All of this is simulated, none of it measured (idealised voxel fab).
process module | voxel released beams
cross-section cut | 190 nm wide | cells 5 nm
A cross-section is a grid of square cells, given in bands from the top down. A band is one or more rows of cells.
Each band's line starts with the height of the band's top and of its bottom, in nm. Then come its materials from left to right, each with its width in nm. One material with "throughout" fills the band from edge to edge. "air" is empty space.
Height 0 is the level under which the wafer as received is all one material. The lowest band goes on downwards, as in "0 down".
A width such as "30 to 40" changes by the same amount from each row of cells to the next, from the band's top row to its bottom row.
"no change" after a step means that no cell of the cross-section changed.
closed voids: empty space of 8 cells or more with no open way to the top, each as width x height at its distance from the left edge, in nm
after a step's settings: what the simulator itself notes on the step
overlay nm, on a step with a mask: how far to the right of its planned place the mask lay; to the left if negative
Each pair below shows a cross-section before one step and the cross-section after it, down to the lowest band that changed. The line under each pair gives the step between them, with its settings. The pairs can come from different runs of this module on the same starting wafer, so a pair continues from the pair above only where its "before" says so.
before
  0 down: Si throughout
  closed voids: none
after
  10 to 0: SiN throughout
  below 0: unchanged
  closed voids: none
the step between: op CONFORMAL_DEP | material SiN | thk nm 10
before: the cross-section after the pair above
after
  20 to 10: SiO2 throughout
  below 10: unchanged
  closed voids: none
the step between: op DIRECTIONAL_DEP | material SiO2 | thk nm 10
before: the cross-section after the pair above
after
  35 to 20: aC throughout
  below 20: unchanged
  closed voids: none
the step between: op DIRECTIONAL_DEP | material aC | thk nm 15
before: the cross-section after the pair above
after
  70 to 35: resist 45 | air 35 | resist 110
  below 35: unchanged
  closed voids: none
the step between: op PATTERN | tone open | mask id ANCHOR | material resist | width nm 35 | thk nm 35 | overlay nm 0
before: the cross-section after the pair above
after
  55 to 35: resist 45 | air 35 | resist 110
  35 to 20: aC 45 | air 35 | aC 110
  below 20: unchanged
  closed voids: none
the step between: op DIRECTIONAL_ETCH | etch materials aC | depth nm 15
before: the cross-section after the pair above
after
  35 to 20: aC 45 | air 35 | aC 110
  below 20: unchanged
  closed voids: none
the step between: op STRIP | etch materials resist
before: the cross-section after the pair above
after
  35 to 20: aC 45 | air 35 | aC 110
  20 to 10: SiO2 45 | air 35 | SiO2 110
  below 10: unchanged
  closed voids: none
the step between: op DIRECTIONAL_ETCH | etch materials SiO2 | depth nm 10
before: the cross-section after the pair above
after
  20 to 10: SiO2 45 | air 35 | SiO2 110
  below 10: unchanged
  closed voids: none
the step between: op STRIP | etch materials aC
before: the cross-section after the pair above
after
  30 to 20: TiN 55 | air 15 | TiN 120
  20 to 10: SiO2 45 | TiN 35 | SiO2 110
  below 10: unchanged
  closed voids: none
the step between: op CONFORMAL_DEP | material TiN | thk nm 10
before: the cross-section after the pair above
after
  40 to 30: aC 55 | air 15 | aC 120
  30 to 20: TiN 55 | aC 15 | TiN 120
  below 20: unchanged
  closed voids: none
the step between: op DIRECTIONAL_DEP | material aC | thk nm 10
before: the cross-section after the pair above
after
  70 to 40: air 40 | resist 100 | air 50
  40 to 30: aC 55 | resist 15 | aC 120
  below 30: unchanged
  closed voids: none
the step between: op PATTERN | tone cover | mask id BEAM | material resist | width nm 100 | thk nm 30 | overlay nm 0
before: the cross-section after the pair above
after
  60 to 40: air 40 | resist 100 | air 50
  40 to 30: air 40 | aC 15 | resist 15 | aC 70 | air 50
  below 30: unchanged
  closed voids: none
the step between: op DIRECTIONAL_ETCH | etch materials aC | depth nm 10
before: the cross-section after the pair above
after
  40 to 30: air 40 | aC 15 | air 15 | aC 70 | air 50
  below 30: unchanged
  closed voids: none
the step between: op STRIP | etch materials resist
before: the cross-section after the pair above
after
  40 to 30: air 40 | aC 15 | air 15 | aC 70 | air 50
  30 to 20: air 40 | TiN 15 | aC 15 | TiN 70 | air 50
  below 20: unchanged
  closed voids: none
the step between: op DIRECTIONAL_ETCH | etch materials TiN | depth nm 10
before: the cross-section after the pair above
after
  30 to 20: air 40 | TiN 15 | air 15 | TiN 70 | air 50
  below 20: unchanged
  closed voids: none
the step between: op STRIP | etch materials aC
before: the cross-section after the pair above
after
  30 to 20: air 40 | TiN 15 | air 15 | TiN 70 | air 50
  20 to 10: air 45 | TiN 35 | air 110
  below 10: unchanged
  closed voids: none
the step between: op STRIP | etch materials SiO2
before
  0 down: Si throughout
  closed voids: none
after
  10 to 0: SiO2 throughout
  below 0: unchanged
  closed voids: none
the step between: op DIRECTIONAL_DEP | material SiO2 | thk nm 10
before: the cross-section after the pair above
after
  25 to 10: aC throughout
  below 10: unchanged
  closed voids: none
the step between: op DIRECTIONAL_DEP | material aC | thk nm 15
before: the cross-section after the pair above
after
  60 to 25: resist 45 | air 35 | resist 110
  below 25: unchanged
  closed voids: none
the step between: op PATTERN | tone open | mask id ANCHOR | material resist | width nm 35 | thk nm 35 | overlay nm 0
before: the cross-section after the pair above
after
  45 to 25: resist 45 | air 35 | resist 110
  25 to 10: aC 45 | air 35 | aC 110
  below 10: unchanged
  closed voids: none
the step between: op DIRECTIONAL_ETCH | etch materials aC | depth nm 15
before: the cross-section after the pair above
after
  25 to 10: aC 45 | air 35 | aC 110
  below 10: unchanged
  closed voids: none
the step between: op STRIP | etch materials resist
before: the cross-section after the pair above
after
  25 to 10: aC 45 | air 35 | aC 110
  10 to 0: SiO2 45 | air 35 | SiO2 110
  below 0: unchanged
  closed voids: none
the step between: op DIRECTIONAL_ETCH | etch materials SiO2 | depth nm 10
before: the cross-section after the pair above
after
  10 to 0: SiO2 45 | air 35 | SiO2 110
  below 0: unchanged
  closed voids: none
the step between: op STRIP | etch materials aC
before: the cross-section after the pair above
after
  20 to 10: TiN 55 | air 15 | TiN 120
  10 to 0: SiO2 45 | TiN 35 | SiO2 110
  below 0: unchanged
  closed voids: none
the step between: op CONFORMAL_DEP | material TiN | thk nm 10
before: the cross-section after the pair above
after
  30 to 20: aC 55 | air 15 | aC 120
  20 to 10: TiN 55 | aC 15 | TiN 120
  below 10: unchanged
  closed voids: none
the step between: op DIRECTIONAL_DEP | material aC | thk nm 10
before: the cross-section after the pair above
after
  60 to 30: air 40 | resist 100 | air 50
  30 to 20: aC 55 | resist 15 | aC 120
  below 20: unchanged
  closed voids: none
the step between: op PATTERN | tone cover | mask id BEAM | material resist | width nm 100 | thk nm 30 | overlay nm 0
before: the cross-section after the pair above
after
  50 to 30: air 40 | resist 100 | air 50
  30 to 20: air 40 | aC 15 | resist 15 | aC 70 | air 50
  below 20: unchanged
  closed voids: none
the step between: op DIRECTIONAL_ETCH | etch materials aC | depth nm 10
before: the cross-section after the pair above
after
  30 to 20: air 40 | aC 15 | air 15 | aC 70 | air 50
  below 20: unchanged
  closed voids: none
the step between: op STRIP | etch materials resist
before: the cross-section after the pair above
after
  30 to 20: air 40 | aC 15 | air 15 | aC 70 | air 50
  20 to 10: air 40 | TiN 15 | aC 15 | TiN 70 | air 50
  below 10: unchanged
  closed voids: none
the step between: op DIRECTIONAL_ETCH | etch materials TiN | depth nm 10
before: the cross-section after the pair above
after
  20 to 10: air 40 | TiN 15 | air 15 | TiN 70 | air 50
  below 10: unchanged
  closed voids: none
the step between: op STRIP | etch materials aC
before: the cross-section after the pair above
after
  20 to 10: air 40 | TiN 15 | air 15 | TiN 70 | air 50
  10 to 0: air 45 | TiN 35 | air 110
  below 0: unchanged
  closed voids: none
the step between: op STRIP | etch materials SiO2
before
  10 to 0: SiO2 throughout
  0 down: Si throughout
  closed voids: none
after
  20 to 10: SiN throughout
  below 10: unchanged
  closed voids: none
the step between: op CONFORMAL_DEP | material SiN | thk nm 10
before: the cross-section after the pair above
after
  35 to 20: aC throughout
  below 20: unchanged
  closed voids: none
the step between: op DIRECTIONAL_DEP | material aC | thk nm 15
before: the cross-section after the pair above
after
  70 to 35: resist 45 | air 35 | resist 110
  below 35: unchanged
  closed voids: none
the step between: op PATTERN | tone open | mask id ANCHOR | material resist | width nm 35 | thk nm 35 | overlay nm 0
before: the cross-section after the pair above
after
  55 to 35: resist 45 | air 35 | resist 110
  35 to 20: aC 45 | air 35 | aC 110
  below 20: unchanged
  closed voids: none
the step between: op DIRECTIONAL_ETCH | etch materials aC | depth nm 15
before: the cross-section after the pair above
after
  35 to 20: aC 45 | air 35 | aC 110
  below 20: unchanged
  closed voids: none
the step between: op STRIP | etch materials resist
before: the cross-section after the pair above
after
  20 to 10: SiN throughout
  below 10: unchanged
  closed voids: none
the step between: op STRIP | etch materials aC
before: the cross-section after the pair above
after
  30 to 20: TiN throughout
  below 20: unchanged
  closed voids: none
the step between: op CONFORMAL_DEP | material TiN | thk nm 10
before: the cross-section after the pair above
after
  40 to 30: aC throughout
  below 30: unchanged
  closed voids: none
the step between: op DIRECTIONAL_DEP | material aC | thk nm 10
before: the cross-section after the pair above
after
  70 to 40: air 40 | resist 100 | air 50
  below 40: unchanged
  closed voids: none
the step between: op PATTERN | tone cover | mask id BEAM | material resist | width nm 100 | thk nm 30 | overlay nm 0
before: the cross-section after the pair above
after
  60 to 40: air 40 | resist 100 | air 50
  40 to 30: air 40 | aC 100 | air 50
  below 30: unchanged
  closed voids: none
the step between: op DIRECTIONAL_ETCH | etch materials aC | depth nm 10
before: the cross-section after the pair above
after
  40 to 30: air 40 | aC 100 | air 50
  below 30: unchanged
  closed voids: none
the step between: op STRIP | etch materials resist
before: the cross-section after the pair above
after
  40 to 30: air 40 | aC 100 | air 50
  30 to 20: air 40 | TiN 100 | air 50
  below 20: unchanged
  closed voids: none
the step between: op DIRECTIONAL_ETCH | etch materials TiN | depth nm 10
before: the cross-section after the pair above
after
  30 to 20: air 40 | TiN 100 | air 50
  below 20: unchanged
  closed voids: none
the step between: op STRIP | etch materials aC
before
  10 to 0: SiN throughout
  0 down: Si throughout
  closed voids: none
after
  15 to 10: SiO2 throughout
  below 10: unchanged
  closed voids: none
the step between: op DIRECTIONAL_DEP | material SiO2 | thk nm 5
before: the cross-section after the pair above
after
  30 to 15: aC throughout
  below 15: unchanged
  closed voids: none
the step between: op DIRECTIONAL_DEP | material aC | thk nm 15
before: the cross-section after the pair above
after
  65 to 30: resist 45 | air 35 | resist 110
  below 30: unchanged
  closed voids: none
the step between: op PATTERN | tone open | mask id ANCHOR | material resist | width nm 35 | thk nm 35 | overlay nm 0
before: the cross-section after the pair above
after
  50 to 30: resist 45 | air 35 | resist 110
  30 to 15: aC 45 | air 35 | aC 110
  below 15: unchanged
  closed voids: none
the step between: op DIRECTIONAL_ETCH | etch materials aC | depth nm 15
before: the cross-section after the pair above
after
  30 to 15: aC 45 | air 35 | aC 110
  below 15: unchanged
  closed voids: none
the step between: op STRIP | etch materials resist
before: the cross-section after the pair above
after
  30 to 15: aC 45 | air 35 | aC 110
  15 to 10: SiO2 45 | air 35 | SiO2 110
  below 10: unchanged
  closed voids: none
the step between: op DIRECTIONAL_ETCH | etch materials SiO2 | depth nm 10
before: the cross-section after the pair above
after
  15 to 10: SiO2 45 | air 35 | SiO2 110
  below 10: unchanged
  closed voids: none
the step between: op STRIP | etch materials aC
before: the cross-section after the pair above
after
  25 to 20: TiN 55 | air 15 | TiN 120
  20 to 15: TiN throughout
  15 to 10: SiO2 45 | TiN 35 | SiO2 110
  below 10: unchanged
  closed voids: none
the step between: op CONFORMAL_DEP | material TiN | thk nm 10
before: the cross-section after the pair above
after
  35 to 30: aC 55 | air 15 | aC 120
  30 to 25: aC throughout
  25 to 20: TiN 55 | aC 15 | TiN 120
  below 20: unchanged
  closed voids: none
the step between: op DIRECTIONAL_DEP | material aC | thk nm 10
before: the cross-section after the pair above
after
  65 to 35: air 40 | resist 100 | air 50
  35 to 30: aC 55 | resist 15 | aC 120
  below 30: unchanged
  closed voids: none
the step between: op PATTERN | tone cover | mask id BEAM | material resist | width nm 100 | thk nm 30 | overlay nm 0
before: the cross-section after the pair above
after
  55 to 35: air 40 | resist 100 | air 50
  35 to 30: air 40 | aC 15 | resist 15 | aC 70 | air 50
  30 to 25: air 40 | aC 100 | air 50
  below 25: unchanged
  closed voids: none
the step between: op DIRECTIONAL_ETCH | etch materials aC | depth nm 10
before: the cross-section after the pair above
after
  35 to 30: air 40 | aC 15 | air 15 | aC 70 | air 50
  below 30: unchanged
  closed voids: none
the step between: op STRIP | etch materials resist
before: the cross-section after the pair above
after
  35 to 30: air 40 | aC 15 | air 15 | aC 70 | air 50
  30 to 25: air 40 | aC 100 | air 50
  25 to 20: air 40 | TiN 15 | aC 15 | TiN 70 | air 50
  20 to 15: air 40 | TiN 100 | air 50
  below 15: unchanged
  closed voids: none
the step between: op DIRECTIONAL_ETCH | etch materials TiN | depth nm 10
before: the cross-section after the pair above
after
  25 to 20: air 40 | TiN 15 | air 15 | TiN 70 | air 50
  below 20: unchanged
  closed voids: none
the step between: op STRIP | etch materials aC
before: the cross-section after the pair above
after
  25 to 20: air 40 | TiN 15 | air 15 | TiN 70 | air 50
  20 to 10: air 40 to 45 | TiN 100 to 35 | air 50 to 110
  below 10: unchanged
  closed voids: none
the step between: op STRIP | etch materials SiO2
before
  35 to 20: aC throughout
  20 to 10: SiO2 throughout
  10 to 0: SiN throughout
  0 down: Si throughout
  closed voids: none
after
  70 to 35: resist 50 | air 30 | resist 110
  below 35: unchanged
  closed voids: none
the step between: op PATTERN | tone open | mask id ANCHOR | material resist | width nm 30 | thk nm 35 | overlay nm 0
before: the cross-section after the pair above
after
  55 to 35: resist 50 | air 30 | resist 110
  35 to 20: aC 50 | air 30 | aC 110
  below 20: unchanged
  closed voids: none
the step between: op DIRECTIONAL_ETCH | etch materials aC | depth nm 15
before: the cross-section after the pair above
after
  35 to 20: aC 50 | air 30 | aC 110
  below 20: unchanged
  closed voids: none
the step between: op STRIP | etch materials resist
before: the cross-section after the pair above
after
  35 to 20: aC 50 | air 30 | aC 110
  20 to 10: SiO2 50 | air 30 | SiO2 110
  below 10: unchanged
  closed voids: none
the step between: op DIRECTIONAL_ETCH | etch materials SiO2 | depth nm 10
before: the cross-section after the pair above
after
  20 to 10: SiO2 50 | air 30 | SiO2 110
  below 10: unchanged
  closed voids: none
the step between: op STRIP | etch materials aC
before: the cross-section after the pair above
after
  30 to 20: TiN 60 | air 10 | TiN 120
  20 to 10: SiO2 50 | TiN 30 | SiO2 110
  below 10: unchanged
  closed voids: none
the step between: op CONFORMAL_DEP | material TiN | thk nm 10
before: the cross-section after the pair above
after
  40 to 30: aC 60 | air 10 | aC 120
  30 to 20: TiN 60 | aC 10 | TiN 120
  below 20: unchanged
  closed voids: none
the step between: op DIRECTIONAL_DEP | material aC | thk nm 10
before: the cross-section after the pair above
after
  70 to 40: air 40 | resist 100 | air 50
  40 to 30: aC 60 | resist 10 | aC 120
  below 30: unchanged
  closed voids: none
the step between: op PATTERN | tone cover | mask id BEAM | material resist | width nm 100 | thk nm 30 | overlay nm 0
before: the cross-section after the pair above
after
  60 to 40: air 40 | resist 100 | air 50
  40 to 30: air 40 | aC 20 | resist 10 | aC 70 | air 50
  below 30: unchanged
  closed voids: none
the step between: op DIRECTIONAL_ETCH | etch materials aC | depth nm 10
before: the cross-section after the pair above
after
  40 to 30: air 40 | aC 20 | air 10 | aC 70 | air 50
  below 30: unchanged
  closed voids: none
the step between: op STRIP | etch materials resist
before: the cross-section after the pair above
after
  40 to 30: air 40 | aC 20 | air 10 | aC 70 | air 50
  30 to 20: air 40 | TiN 20 | aC 10 | TiN 70 | air 50
  below 20: unchanged
  closed voids: none
the step between: op DIRECTIONAL_ETCH | etch materials TiN | depth nm 10
before: the cross-section after the pair above
after
  30 to 20: air 40 | TiN 20 | air 10 | TiN 70 | air 50
  below 20: unchanged
  closed voids: none
the step between: op STRIP | etch materials aC
before: the cross-section after the pair above
after
  30 to 20: air 40 | TiN 20 | air 10 | TiN 70 | air 50
  20 to 10: air 50 | TiN 30 | air 110
  below 10: unchanged
  closed voids: none
the step between: op STRIP | etch materials SiO2
before
  40 to 30: aC 55 | air 15 | aC 120
  30 to 20: TiN 55 | aC 15 | TiN 120
  20 to 10: SiO2 45 | TiN 35 | SiO2 110
  10 to 0: SiN throughout
  0 down: Si throughout
  closed voids: none
after
  70 to 40: air 50 | resist 100 | air 40
  40 to 30: aC 55 | resist 15 | aC 120
  below 30: unchanged
  closed voids: none
the step between: op PATTERN | tone cover | mask id BEAM | material resist | width nm 100 | thk nm 30 | overlay nm 10
before: the cross-section after the pair above
after
  60 to 40: air 50 | resist 100 | air 40
  40 to 30: air 50 | aC 5 | resist 15 | aC 80 | air 40
  below 30: unchanged
  closed voids: none
the step between: op DIRECTIONAL_ETCH | etch materials aC | depth nm 10
before: the cross-section after the pair above
after
  40 to 30: air 50 | aC 5 | air 15 | aC 80 | air 40
  below 30: unchanged
  closed voids: none
the step between: op STRIP | etch materials resist
before: the cross-section after the pair above
after
  40 to 30: air 50 | aC 5 | air 15 | aC 80 | air 40
  30 to 20: air 50 | TiN 5 | aC 15 | TiN 80 | air 40
  below 20: unchanged
  closed voids: none
the step between: op DIRECTIONAL_ETCH | etch materials TiN | depth nm 10
before: the cross-section after the pair above
after
  30 to 20: air 50 | TiN 5 | air 15 | TiN 80 | air 40
  below 20: unchanged
  closed voids: none
the step between: op STRIP | etch materials aC
before: the cross-section after the pair above
after
  30 to 20: air 50 | TiN 5 | air 15 | TiN 80 | air 40
  20 to 10: air 45 | TiN 35 | air 110
  below 10: unchanged
  closed voids: none
the step between: op STRIP | etch materials SiO2
before
  10 to 0: SiN throughout
  0 down: Si throughout
  closed voids: none
after
  20 to 0: SiN throughout
  below 0: unchanged
  closed voids: none
the step between: op DIRECTIONAL_DEP | material SiN | thk nm 10
before: the cross-section after the pair above
after
  35 to 20: aC throughout
  below 20: unchanged
  closed voids: none
the step between: op DIRECTIONAL_DEP | material aC | thk nm 15
before: the cross-section after the pair above
after
  70 to 35: resist 45 | air 35 | resist 110
  below 35: unchanged
  closed voids: none
the step between: op PATTERN | tone open | mask id ANCHOR | material resist | width nm 35 | thk nm 35 | overlay nm 0
before: the cross-section after the pair above
after
  55 to 35: resist 45 | air 35 | resist 110
  35 to 20: aC 45 | air 35 | aC 110
  below 20: unchanged
  closed voids: none
the step between: op DIRECTIONAL_ETCH | etch materials aC | depth nm 15
before: the cross-section after the pair above
after
  35 to 20: aC 45 | air 35 | aC 110
  below 20: unchanged
  closed voids: none
the step between: op STRIP | etch materials resist
before: the cross-section after the pair above
after
  20 to 0: SiN throughout
  below 0: unchanged
  closed voids: none
the step between: op STRIP | etch materials aC
before: the cross-section after the pair above
after
  30 to 20: TiN throughout
  below 20: unchanged
  closed voids: none
the step between: op CONFORMAL_DEP | material TiN | thk nm 10
before: the cross-section after the pair above
after
  40 to 30: aC throughout
  below 30: unchanged
  closed voids: none
the step between: op DIRECTIONAL_DEP | material aC | thk nm 10
before: the cross-section after the pair above
after
  70 to 40: air 40 | resist 100 | air 50
  below 40: unchanged
  closed voids: none
the step between: op PATTERN | tone cover | mask id BEAM | material resist | width nm 100 | thk nm 30 | overlay nm 0
before: the cross-section after the pair above
after
  60 to 40: air 40 | resist 100 | air 50
  40 to 30: air 40 | aC 100 | air 50
  below 30: unchanged
  closed voids: none
the step between: op DIRECTIONAL_ETCH | etch materials aC | depth nm 10
before: the cross-section after the pair above
after
  40 to 30: air 40 | aC 100 | air 50
  below 30: unchanged
  closed voids: none
the step between: op STRIP | etch materials resist
before: the cross-section after the pair above
after
  40 to 30: air 40 | aC 100 | air 50
  30 to 20: air 40 | TiN 100 | air 50
  below 20: unchanged
  closed voids: none
the step between: op DIRECTIONAL_ETCH | etch materials TiN | depth nm 10
before: the cross-section after the pair above
after
  30 to 20: air 40 | TiN 100 | air 50
  below 20: unchanged
  closed voids: none
the step between: op STRIP | etch materials aC
before
  35 to 20: aC throughout
  20 to 10: SiO2 throughout
  10 to 0: SiN throughout
  0 down: Si throughout
  closed voids: none
after
  70 to 35: air 45 | resist 35 | air 110
  below 35: unchanged
  closed voids: none
the step between: op PATTERN | tone cover | mask id ANCHOR | material resist | width nm 35 | thk nm 35 | overlay nm 0
before: the cross-section after the pair above
after
  55 to 35: air 45 | resist 35 | air 110
  35 to 20: air 45 | aC 35 | air 110
  below 20: unchanged
  closed voids: none
the step between: op DIRECTIONAL_ETCH | etch materials aC | depth nm 15
before: the cross-section after the pair above
after
  35 to 20: air 45 | aC 35 | air 110
  below 20: unchanged
  closed voids: none
the step between: op STRIP | etch materials resist
before: the cross-section after the pair above
after
  35 to 20: air 45 | aC 35 | air 110
  20 to 10: air 45 | SiO2 35 | air 110
  below 10: unchanged
  closed voids: none
the step between: op DIRECTIONAL_ETCH | etch materials SiO2 | depth nm 10
before: the cross-section after the pair above
after
  20 to 10: air 45 | SiO2 35 | air 110
  below 10: unchanged
  closed voids: none
the step between: op STRIP | etch materials aC
before: the cross-section after the pair above
after
  30 to 20: air 35 | TiN 55 | air 100
  20 to 10: TiN 45 | SiO2 35 | TiN 110
  below 10: unchanged
  closed voids: none
the step between: op CONFORMAL_DEP | material TiN | thk nm 10
before: the cross-section after the pair above
after
  40 to 30: air 35 | aC 55 | air 100
  30 to 20: aC 35 | TiN 55 | aC 100
  below 20: unchanged
  closed voids: none
the step between: op DIRECTIONAL_DEP | material aC | thk nm 10
before: the cross-section after the pair above
after
  70 to 40: air 40 | resist 100 | air 50
  40 to 30: air 35 | aC 55 | resist 50 | air 50
  below 30: unchanged
  closed voids: none
the step between: op PATTERN | tone cover | mask id BEAM | material resist | width nm 100 | thk nm 30 | overlay nm 0
before: the cross-section after the pair above
after
  60 to 40: air 40 | resist 100 | air 50
  40 to 30: air 40 | aC 50 | resist 50 | air 50
  30 to 20: air 35 | TiN 55 | aC 50 | air 50
  below 20: unchanged
  closed voids: none
the step between: op DIRECTIONAL_ETCH | etch materials aC | depth nm 10
before: the cross-section after the pair above
after
  40 to 30: air 40 | aC 50 | air 100
  below 30: unchanged
  closed voids: none
the step between: op STRIP | etch materials resist
before: the cross-section after the pair above
after
  40 to 30: air 40 | aC 50 | air 100
  30 to 20: air 40 | TiN 50 | aC 50 | air 50
  20 to 10: air 35 | TiN 10 | SiO2 35 | TiN 60 | air 50
  below 10: unchanged
  closed voids: none
the step between: op DIRECTIONAL_ETCH | etch materials TiN | depth nm 10
before: the cross-section after the pair above
after
  30 to 20: air 40 | TiN 50 | air 100
  below 20: unchanged
  closed voids: none
the step between: op STRIP | etch materials aC
